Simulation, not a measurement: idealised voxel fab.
process module | voxel gate over fins
cross-section cut | 280 nm wide | cells 5 nm
A cross-section is a grid of square cells, given in bands from the top down. A band is one or more rows of cells.
Each band's line starts with the height of the band's top and of its bottom, in nm. Then come its materials from left to right, each with its width in nm. One material with "throughout" fills the band from edge to edge. "air" is empty space.
Height 0 is the level under which the wafer as received is all one material. The lowest band goes on downwards, as in "0 down".
A width such as "30 to 40" changes by the same amount from each row of cells to the next, from the band's top row to its bottom row.
"no change" after a step means that no cell of the cross-section changed.
closed voids: empty space of 8 cells or more with no open way to the top, each as width x height at its distance from the left edge, in nm
after a step's settings: what the simulator itself notes on the step
overlay nm, on a step with a mask: how far to the right of its planned place the mask lay; to the left if negative
plan
1 op RECEIVE | material Si
2 op CONFORMAL_DEP | material SiN | thk nm 10
3 op DIRECTIONAL_DEP | material aC | thk nm 10
4 op PATTERN | tone cover | mask id FINS | material resist | width nm 15 | pitch nm 60 | thk nm 30 | overlay nm 0
5 op DIRECTIONAL_ETCH | etch materials aC | depth nm 10
6 op STRIP | etch materials resist
7 op DIRECTIONAL_ETCH | etch materials SiN | depth nm 10
8 op DIRECTIONAL_ETCH | etch materials Si | depth nm 35
9 op STRIP | etch materials aC
10 op FILL_DEP | material SiO2 | thk nm 15
11 op CMP | height nm 10
12 op DIRECTIONAL_DEP | material aC | thk nm 10
13 op PATTERN | tone open | mask id RAIL | material resist | width nm 15 | thk nm 25 | overlay nm 0
14 op DIRECTIONAL_ETCH | etch materials aC | depth nm 10
15 op STRIP | etch materials resist
16 op DIRECTIONAL_ETCH | etch materials SiO2 | depth nm 40
17 op STRIP | etch materials aC
18 op CONFORMAL_DEP | material TiN | thk nm 5
19 op FILL_DEP | material W | thk nm 5
20 op CMP | height nm 10
21 op SELECTIVE_ETCH | etch materials W Ru TiN | depth nm 30
22 op FILL_DEP | material SiO2 | thk nm 5
23 op CMP | height nm 10
24 op SELECTIVE_ETCH | etch materials SiO2 | depth nm 25
25 op STRIP | etch materials SiN
26 op CONFORMAL_DEP | material HfO2 | thk nm 5
27 op CONFORMAL_DEP | material TiN | thk nm 5
28 op CONFORMAL_DEP | material TiAl | thk nm 5
29 op CONFORMAL_DEP | material TiN | thk nm 5
30 op FILL_DEP | material W | thk nm 10
31 op CMP | height nm 25
32 op CONFORMAL_DEP | material SiCN | thk nm 10
first wafer, as planned
as received, after step 1
  0 down: Si throughout
  closed voids: none
after step 2
  10 to 0: SiN throughout
  below 0: unchanged
after step 3
  20 to 10: aC throughout
  below 10: unchanged
after step 4
  50 to 20: air 40 | resist 15 | air 45 | resist 15 | air 45 | resist 15 | air 45 | resist 15 | air 45
  below 20: unchanged
after step 5
  40 to 20: air 40 | resist 15 | air 45 | resist 15 | air 45 | resist 15 | air 45 | resist 15 | air 45
  20 to 10: air 40 | aC 15 | air 45 | aC 15 | air 45 | aC 15 | air 45 | aC 15 | air 45
  below 10: unchanged
after step 6
  20 to 10: air 40 | aC 15 | air 45 | aC 15 | air 45 | aC 15 | air 45 | aC 15 | air 45
  below 10: unchanged
after step 7
  20 to 10: air 40 | aC 15 | air 45 | aC 15 | air 45 | aC 15 | air 45 | aC 15 | air 45
  10 to 0: air 40 | SiN 15 | air 45 | SiN 15 | air 45 | SiN 15 | air 45 | SiN 15 | air 45
  below 0: unchanged
after step 8
  20 to 10: air 40 | aC 15 | air 45 | aC 15 | air 45 | aC 15 | air 45 | aC 15 | air 45
  10 to 0: air 40 | SiN 15 | air 45 | SiN 15 | air 45 | SiN 15 | air 45 | SiN 15 | air 45
  0 to -35: air 40 | Si 15 | air 45 | Si 15 | air 45 | Si 15 | air 45 | Si 15 | air 45
  below -35: unchanged
after step 9
  10 to 0: air 40 | SiN 15 | air 45 | SiN 15 | air 45 | SiN 15 | air 45 | SiN 15 | air 45
  below 0: unchanged
after step 10
  25 to 10: SiO2 throughout
  10 to 0: SiO2 40 | SiN 15 | SiO2 45 | SiN 15 | SiO2 45 | SiN 15 | SiO2 45 | SiN 15 | SiO2 45
  0 to -35: SiO2 40 | Si 15 | SiO2 45 | Si 15 | SiO2 45 | Si 15 | SiO2 45 | Si 15 | SiO2 45
  below -35: unchanged
after step 11
  10 to 0: SiO2 40 | SiN 15 | SiO2 45 | SiN 15 | SiO2 45 | SiN 15 | SiO2 45 | SiN 15 | SiO2 45
  below 0: unchanged
after step 12
  20 to 10: aC throughout
  below 10: unchanged
after step 13
  45 to 20: resist 70 | air 15 | resist 195
  below 20: unchanged
after step 14
  35 to 20: resist 70 | air 15 | resist 195
  20 to 10: aC 70 | air 15 | aC 195
  below 10: unchanged
after step 15
  20 to 10: aC 70 | air 15 | aC 195
  below 10: unchanged
after step 16
  20 to 10: aC 70 | air 15 | aC 195
  10 to 0: SiO2 40 | SiN 15 | SiO2 15 | air 15 | SiO2 15 | SiN 15 | SiO2 45 | SiN 15 | SiO2 45 | SiN 15 | SiO2 45
  0 to -30: SiO2 40 | Si 15 | SiO2 15 | air 15 | SiO2 15 | Si 15 | SiO2 45 | Si 15 | SiO2 45 | Si 15 | SiO2 45
  below -30: unchanged
after step 17
  10 to 0: SiO2 40 | SiN 15 | SiO2 15 | air 15 | SiO2 15 | SiN 15 | SiO2 45 | SiN 15 | SiO2 45 | SiN 15 | SiO2 45
  below 0: unchanged
after step 18
  15 to 10: TiN 75 | air 5 | TiN 200
  10 to 0: SiO2 40 | SiN 15 | SiO2 15 | TiN 5 | air 5 | TiN 5 | SiO2 15 | SiN 15 | SiO2 45 | SiN 15 | SiO2 45 | SiN 15 | SiO2 45
  0 to -25: SiO2 40 | Si 15 | SiO2 15 | TiN 5 | air 5 | TiN 5 | SiO2 15 | Si 15 | SiO2 45 | Si 15 | SiO2 45 | Si 15 | SiO2 45
  -25 to -30: SiO2 40 | Si 15 | SiO2 15 | TiN 15 | SiO2 15 | Si 15 | SiO2 45 | Si 15 | SiO2 45 | Si 15 | SiO2 45
  below -30: unchanged
after step 19
  20 to 15: W throughout
  15 to 10: TiN 75 | W 5 | TiN 200
  10 to 0: SiO2 40 | SiN 15 | SiO2 15 | TiN 5 | W 5 | TiN 5 | SiO2 15 | SiN 15 | SiO2 45 | SiN 15 | SiO2 45 | SiN 15 | SiO2 45
  0 to -25: SiO2 40 | Si 15 | SiO2 15 | TiN 5 | W 5 | TiN 5 | SiO2 15 | Si 15 | SiO2 45 | Si 15 | SiO2 45 | Si 15 | SiO2 45
  below -25: unchanged
after step 20
  10 to 0: SiO2 40 | SiN 15 | SiO2 15 | TiN 5 | W 5 | TiN 5 | SiO2 15 | SiN 15 | SiO2 45 | SiN 15 | SiO2 45 | SiN 15 | SiO2 45
  below 0: unchanged
after step 21
  10 to 0: SiO2 40 | SiN 15 | SiO2 15 | air 15 | SiO2 15 | SiN 15 | SiO2 45 | SiN 15 | SiO2 45 | SiN 15 | SiO2 45
  0 to -20: SiO2 40 | Si 15 | SiO2 15 | air 15 | SiO2 15 | Si 15 | SiO2 45 | Si 15 | SiO2 45 | Si 15 | SiO2 45
  below -20: unchanged
after step 22
  15 to 10: SiO2 throughout
  10 to 0: SiO2 40 | SiN 15 | SiO2 45 | SiN 15 | SiO2 45 | SiN 15 | SiO2 45 | SiN 15 | SiO2 45
  0 to -20: SiO2 40 | Si 15 | SiO2 45 | Si 15 | SiO2 45 | Si 15 | SiO2 45 | Si 15 | SiO2 45
  below -20: unchanged
after step 23
  10 to 0: SiO2 40 | SiN 15 | SiO2 45 | SiN 15 | SiO2 45 | SiN 15 | SiO2 45 | SiN 15 | SiO2 45
  below 0: unchanged
after step 24
  10 to 0: air 40 | SiN 15 | air 45 | SiN 15 | air 45 | SiN 15 | air 45 | SiN 15 | air 45
  0 to -15: air 40 | Si 15 | air 45 | Si 15 | air 45 | Si 15 | air 45 | Si 15 | air 45
  below -15: unchanged
after step 25
  0 to -15: air 40 | Si 15 | air 45 | Si 15 | air 45 | Si 15 | air 45 | Si 15 | air 45
  below -15: unchanged
after step 26
  5 to 0: air 35 | HfO2 25 | air 35 | HfO2 25 | air 35 | HfO2 25 | air 35 | HfO2 25 | air 40
  0 to -10: air 35 | HfO2 5 | Si 15 | HfO2 5 | air 35 | HfO2 5 | Si 15 | HfO2 5 | air 35 | HfO2 5 | Si 15 | HfO2 5 | air 35 | HfO2 5 | Si 15 | HfO2 5 | air 40
  -10 to -15: HfO2 40 | Si 15 | HfO2 45 | Si 15 | HfO2 45 | Si 15 | HfO2 45 | Si 15 | HfO2 45
  below -15: unchanged
after step 27
  10 to 5: air 30 | TiN 35 | air 25 | TiN 35 | air 25 | TiN 35 | air 25 | TiN 35 | air 35
  5 to 0: air 30 | TiN 5 | HfO2 25 | TiN 5 | air 25 | TiN 5 | HfO2 25 | TiN 5 | air 25 | TiN 5 | HfO2 25 | TiN 5 | air 25 | TiN 5 | HfO2 25 | TiN 5 | air 35
  0 to -5: air 30 | TiN 5 | HfO2 5 | Si 15 | HfO2 5 | TiN 5 | air 25 | TiN 5 | HfO2 5 | Si 15 | HfO2 5 | TiN 5 | air 25 | TiN 5 | HfO2 5 | Si 15 | HfO2 5 | TiN 5 | air 25 | TiN 5 | HfO2 5 | Si 15 | HfO2 5 | TiN 5 | air 35
  -5 to -10: TiN 35 | HfO2 5 | Si 15 | HfO2 5 | TiN 35 | HfO2 5 | Si 15 | HfO2 5 | TiN 35 | HfO2 5 | Si 15 | HfO2 5 | TiN 35 | HfO2 5 | Si 15 | HfO2 5 | TiN 40
  below -10: unchanged
after step 28
  15 to 10: air 25 | TiAl 45 | air 15 | TiAl 45 | air 15 | TiAl 45 | air 15 | TiAl 45 | air 30
  10 to 5: air 25 | TiAl 5 | TiN 35 | TiAl 5 | air 15 | TiAl 5 | TiN 35 | TiAl 5 | air 15 | TiAl 5 | TiN 35 | TiAl 5 | air 15 | TiAl 5 | TiN 35 | TiAl 5 | air 30
  5 to 0: air 25 | TiAl 5 | TiN 5 | HfO2 25 | TiN 5 | TiAl 5 | air 15 | TiAl 5 | TiN 5 | HfO2 25 | TiN 5 | TiAl 5 | air 15 | TiAl 5 | TiN 5 | HfO2 25 | TiN 5 | TiAl 5 | air 15 | TiAl 5 | TiN 5 | HfO2 25 | TiN 5 | TiAl 5 | air 30
  0 to -5: TiAl 30 | TiN 5 | HfO2 5 | Si 15 | HfO2 5 | TiN 5 | TiAl 25 | TiN 5 | HfO2 5 | Si 15 | HfO2 5 | TiN 5 | TiAl 25 | TiN 5 | HfO2 5 | Si 15 | HfO2 5 | TiN 5 | TiAl 25 | TiN 5 | HfO2 5 | Si 15 | HfO2 5 | TiN 5 | TiAl 35
  below -5: unchanged
after step 29
  20 to 15: air 20 | TiN 55 | air 5 | TiN 55 | air 5 | TiN 55 | air 5 | TiN 55 | air 25
  15 to 10: air 20 | TiN 5 | TiAl 45 | TiN 5 | air 5 | TiN 5 | TiAl 45 | TiN 5 | air 5 | TiN 5 | TiAl 45 | TiN 5 | air 5 | TiN 5 | TiAl 45 | TiN 5 | air 25
  10 to 5: air 20 | TiN 5 | TiAl 5 | TiN 35 | TiAl 5 | TiN 5 | air 5 | TiN 5 | TiAl 5 | TiN 35 | TiAl 5 | TiN 5 | air 5 | TiN 5 | TiAl 5 | TiN 35 | TiAl 5 | TiN 5 | air 5 | TiN 5 | TiAl 5 | TiN 35 | TiAl 5 | TiN 5 | air 25
  5 to 0: TiN 25 | TiAl 5 | TiN 5 | HfO2 25 | TiN 5 | TiAl 5 | TiN 15 | TiAl 5 | TiN 5 | HfO2 25 | TiN 5 | TiAl 5 | TiN 15 | TiAl 5 | TiN 5 | HfO2 25 | TiN 5 | TiAl 5 | TiN 15 | TiAl 5 | TiN 5 | HfO2 25 | TiN 5 | TiAl 5 | TiN 30
  below 0: unchanged
after step 30
  30 to 20: W throughout
  20 to 15: W 20 | TiN 55 | W 5 | TiN 55 | W 5 | TiN 55 | W 5 | TiN 55 | W 25
  15 to 10: W 20 | TiN 5 | TiAl 45 | TiN 5 | W 5 | TiN 5 | TiAl 45 | TiN 5 | W 5 | TiN 5 | TiAl 45 | TiN 5 | W 5 | TiN 5 | TiAl 45 | TiN 5 | W 25
  10 to 5: W 20 | TiN 5 | TiAl 5 | TiN 35 | TiAl 5 | TiN 5 | W 5 | TiN 5 | TiAl 5 | TiN 35 | TiAl 5 | TiN 5 | W 5 | TiN 5 | TiAl 5 | TiN 35 | TiAl 5 | TiN 5 | W 5 | TiN 5 | TiAl 5 | TiN 35 | TiAl 5 | TiN 5 | W 25
  below 5: unchanged
after step 31
  25 to 20: W throughout
  below 20: unchanged
after step 32
  35 to 25: SiCN throughout
  below 25: unchanged
second wafer: like start, like plan, one mistake. Through step 3 it matches the first wafer
when step 4 should have ended
  50 to 20: air 35 | resist 25 | air 35 | resist 25 | air 35 | resist 25 | air 35 | resist 25 | air 40
  below 20: unchanged
when step 5 should have ended
  40 to 20: air 35 | resist 25 | air 35 | resist 25 | air 35 | resist 25 | air 35 | resist 25 | air 40
  20 to 10: air 35 | aC 25 | air 35 | aC 25 | air 35 | aC 25 | air 35 | aC 25 | air 40
  below 10: unchanged
when step 6 should have ended
  20 to 10: air 35 | aC 25 | air 35 | aC 25 | air 35 | aC 25 | air 35 | aC 25 | air 40
  below 10: unchanged
when step 7 should have ended
  20 to 10: air 35 | aC 25 | air 35 | aC 25 | air 35 | aC 25 | air 35 | aC 25 | air 40
  10 to 0: air 35 | SiN 25 | air 35 | SiN 25 | air 35 | SiN 25 | air 35 | SiN 25 | air 40
  below 0: unchanged
when step 8 should have ended
  20 to 10: air 35 | aC 25 | air 35 | aC 25 | air 35 | aC 25 | air 35 | aC 25 | air 40
  10 to 0: air 35 | SiN 25 | air 35 | SiN 25 | air 35 | SiN 25 | air 35 | SiN 25 | air 40
  0 to -35: air 35 | Si 25 | air 35 | Si 25 | air 35 | Si 25 | air 35 | Si 25 | air 40
  below -35: unchanged
when step 9 should have ended
  10 to 0: air 35 | SiN 25 | air 35 | SiN 25 | air 35 | SiN 25 | air 35 | SiN 25 | air 40
  below 0: unchanged
when step 10 should have ended
  25 to 10: SiO2 throughout
  10 to 0: SiO2 35 | SiN 25 | SiO2 35 | SiN 25 | SiO2 35 | SiN 25 | SiO2 35 | SiN 25 | SiO2 40
  0 to -35: SiO2 35 | Si 25 | SiO2 35 | Si 25 | SiO2 35 | Si 25 | SiO2 35 | Si 25 | SiO2 40
  below -35: unchanged
when step 11 should have ended
  10 to 0: SiO2 35 | SiN 25 | SiO2 35 | SiN 25 | SiO2 35 | SiN 25 | SiO2 35 | SiN 25 | SiO2 40
  below 0: unchanged
when step 12 should have ended
  20 to 10: aC throughout
  below 10: unchanged
when step 13 should have ended
  45 to 20: resist 70 | air 15 | resist 195
  below 20: unchanged
when step 14 should have ended
  35 to 20: resist 70 | air 15 | resist 195
  20 to 10: aC 70 | air 15 | aC 195
  below 10: unchanged
when step 15 should have ended
  20 to 10: aC 70 | air 15 | aC 195
  below 10: unchanged
when step 16 should have ended
  20 to 10: aC 70 | air 15 | aC 195
  10 to 0: SiO2 35 | SiN 25 | SiO2 10 | air 15 | SiO2 10 | SiN 25 | SiO2 35 | SiN 25 | SiO2 35 | SiN 25 | SiO2 40
  0 to -30: SiO2 35 | Si 25 | SiO2 10 | air 15 | SiO2 10 | Si 25 | SiO2 35 | Si 25 | SiO2 35 | Si 25 | SiO2 40
  below -30: unchanged
when step 17 should have ended
  10 to 0: SiO2 35 | SiN 25 | SiO2 10 | air 15 | SiO2 10 | SiN 25 | SiO2 35 | SiN 25 | SiO2 35 | SiN 25 | SiO2 40
  below 0: unchanged
when step 18 should have ended
  15 to 10: TiN 75 | air 5 | TiN 200
  10 to 0: SiO2 35 | SiN 25 | SiO2 10 | TiN 5 | air 5 | TiN 5 | SiO2 10 | SiN 25 | SiO2 35 | SiN 25 | SiO2 35 | SiN 25 | SiO2 40
  0 to -25: SiO2 35 | Si 25 | SiO2 10 | TiN 5 | air 5 | TiN 5 | SiO2 10 | Si 25 | SiO2 35 | Si 25 | SiO2 35 | Si 25 | SiO2 40
  -25 to -30: SiO2 35 | Si 25 | SiO2 10 | TiN 15 | SiO2 10 | Si 25 | SiO2 35 | Si 25 | SiO2 35 | Si 25 | SiO2 40
  below -30: unchanged
when step 19 should have ended
  20 to 15: W throughout
  15 to 10: TiN 75 | W 5 | TiN 200
  10 to 0: SiO2 35 | SiN 25 | SiO2 10 | TiN 5 | W 5 | TiN 5 | SiO2 10 | SiN 25 | SiO2 35 | SiN 25 | SiO2 35 | SiN 25 | SiO2 40
  0 to -25: SiO2 35 | Si 25 | SiO2 10 | TiN 5 | W 5 | TiN 5 | SiO2 10 | Si 25 | SiO2 35 | Si 25 | SiO2 35 | Si 25 | SiO2 40
  below -25: unchanged
when step 20 should have ended
  10 to 0: SiO2 35 | SiN 25 | SiO2 10 | TiN 5 | W 5 | TiN 5 | SiO2 10 | SiN 25 | SiO2 35 | SiN 25 | SiO2 35 | SiN 25 | SiO2 40
  below 0: unchanged
when step 21 should have ended
  10 to 0: SiO2 35 | SiN 25 | SiO2 10 | air 15 | SiO2 10 | SiN 25 | SiO2 35 | SiN 25 | SiO2 35 | SiN 25 | SiO2 40
  0 to -20: SiO2 35 | Si 25 | SiO2 10 | air 15 | SiO2 10 | Si 25 | SiO2 35 | Si 25 | SiO2 35 | Si 25 | SiO2 40
  below -20: unchanged
when step 22 should have ended
  15 to 10: SiO2 throughout
  10 to 0: SiO2 35 | SiN 25 | SiO2 35 | SiN 25 | SiO2 35 | SiN 25 | SiO2 35 | SiN 25 | SiO2 40
  0 to -20: SiO2 35 | Si 25 | SiO2 35 | Si 25 | SiO2 35 | Si 25 | SiO2 35 | Si 25 | SiO2 40
  below -20: unchanged
when step 23 should have ended
  10 to 0: SiO2 35 | SiN 25 | SiO2 35 | SiN 25 | SiO2 35 | SiN 25 | SiO2 35 | SiN 25 | SiO2 40
  below 0: unchanged
when step 24 should have ended
  10 to 0: air 35 | SiN 25 | air 35 | SiN 25 | air 35 | SiN 25 | air 35 | SiN 25 | air 40
  0 to -15: air 35 | Si 25 | air 35 | Si 25 | air 35 | Si 25 | air 35 | Si 25 | air 40
  below -15: unchanged
when step 25 should have ended
  0 to -15: air 35 | Si 25 | air 35 | Si 25 | air 35 | Si 25 | air 35 | Si 25 | air 40
  below -15: unchanged
when step 26 should have ended
  5 to 0: air 30 | HfO2 35 | air 25 | HfO2 35 | air 25 | HfO2 35 | air 25 | HfO2 35 | air 35
  0 to -10: air 30 | HfO2 5 | Si 25 | HfO2 5 | air 25 | HfO2 5 | Si 25 | HfO2 5 | air 25 | HfO2 5 | Si 25 | HfO2 5 | air 25 | HfO2 5 | Si 25 | HfO2 5 | air 35
  -10 to -15: HfO2 35 | Si 25 | HfO2 35 | Si 25 | HfO2 35 | Si 25 | HfO2 35 | Si 25 | HfO2 40
  below -15: unchanged
when step 27 should have ended
  10 to 5: air 25 | TiN 45 | air 15 | TiN 45 | air 15 | TiN 45 | air 15 | TiN 45 | air 30
  5 to 0: air 25 | TiN 5 | HfO2 35 | TiN 5 | air 15 | TiN 5 | HfO2 35 | TiN 5 | air 15 | TiN 5 | HfO2 35 | TiN 5 | air 15 | TiN 5 | HfO2 35 | TiN 5 | air 30
  0 to -5: air 25 | TiN 5 | HfO2 5 | Si 25 | HfO2 5 | TiN 5 | air 15 | TiN 5 | HfO2 5 | Si 25 | HfO2 5 | TiN 5 | air 15 | TiN 5 | HfO2 5 | Si 25 | HfO2 5 | TiN 5 | air 15 | TiN 5 | HfO2 5 | Si 25 | HfO2 5 | TiN 5 | air 30
  -5 to -10: TiN 30 | HfO2 5 | Si 25 | HfO2 5 | TiN 25 | HfO2 5 | Si 25 | HfO2 5 | TiN 25 | HfO2 5 | Si 25 | HfO2 5 | TiN 25 | HfO2 5 | Si 25 | HfO2 5 | TiN 35
  below -10: unchanged
when step 28 should have ended
  15 to 10: air 20 | TiAl 55 | air 5 | TiAl 55 | air 5 | TiAl 55 | air 5 | TiAl 55 | air 25
  10 to 5: air 20 | TiAl 5 | TiN 45 | TiAl 5 | air 5 | TiAl 5 | TiN 45 | TiAl 5 | air 5 | TiAl 5 | TiN 45 | TiAl 5 | air 5 | TiAl 5 | TiN 45 | TiAl 5 | air 25
  5 to 0: air 20 | TiAl 5 | TiN 5 | HfO2 35 | TiN 5 | TiAl 5 | air 5 | TiAl 5 | TiN 5 | HfO2 35 | TiN 5 | TiAl 5 | air 5 | TiAl 5 | TiN 5 | HfO2 35 | TiN 5 | TiAl 5 | air 5 | TiAl 5 | TiN 5 | HfO2 35 | TiN 5 | TiAl 5 | air 25
  0 to -5: TiAl 25 | TiN 5 | HfO2 5 | Si 25 | HfO2 5 | TiN 5 | TiAl 15 | TiN 5 | HfO2 5 | Si 25 | HfO2 5 | TiN 5 | TiAl 15 | TiN 5 | HfO2 5 | Si 25 | HfO2 5 | TiN 5 | TiAl 15 | TiN 5 | HfO2 5 | Si 25 | HfO2 5 | TiN 5 | TiAl 30
  below -5: unchanged
when step 29 should have ended
  20 to 15: air 15 | TiN 245 | air 20
  15 to 10: air 15 | TiN 5 | TiAl 55 | TiN 5 | TiAl 55 | TiN 5 | TiAl 55 | TiN 5 | TiAl 55 | TiN 5 | air 20
  10 to 5: air 15 | TiN 5 | TiAl 5 | TiN 45 | TiAl 5 | TiN 5 | TiAl 5 | TiN 45 | TiAl 5 | TiN 5 | TiAl 5 | TiN 45 | TiAl 5 | TiN 5 | TiAl 5 | TiN 45 | TiAl 5 | TiN 5 | air 20
  5 to 0: TiN 20 | TiAl 5 | TiN 5 | HfO2 35 | TiN 5 | TiAl 5 | TiN 5 | TiAl 5 | TiN 5 | HfO2 35 | TiN 5 | TiAl 5 | TiN 5 | TiAl 5 | TiN 5 | HfO2 35 | TiN 5 | TiAl 5 | TiN 5 | TiAl 5 | TiN 5 | HfO2 35 | TiN 5 | TiAl 5 | TiN 25
  below 0: unchanged
when step 30 should have ended
  30 to 20: W throughout
  20 to 15: W 15 | TiN 245 | W 20
  15 to 10: W 15 | TiN 5 | TiAl 55 | TiN 5 | TiAl 55 | TiN 5 | TiAl 55 | TiN 5 | TiAl 55 | TiN 5 | W 20
  10 to 5: W 15 | TiN 5 | TiAl 5 | TiN 45 | TiAl 5 | TiN 5 | TiAl 5 | TiN 45 | TiAl 5 | TiN 5 | TiAl 5 | TiN 45 | TiAl 5 | TiN 5 | TiAl 5 | TiN 45 | TiAl 5 | TiN 5 | W 20
  below 5: unchanged
when step 31 should have ended
  25 to 20: W throughout
  below 20: unchanged
when step 32 should have ended
  35 to 25: SiCN throughout
  below 25: unchanged
what went wrong: step 4 ran as: op PATTERN | tone cover | mask id FINS | material resist | width nm 25 | pitch nm 60 | thk nm 30 | overlay nm 0
at the end the second wafer has, in cells: 56 more of Si | 32 fewer of SiO2 | 9 fewer of TiN | 15 fewer of W
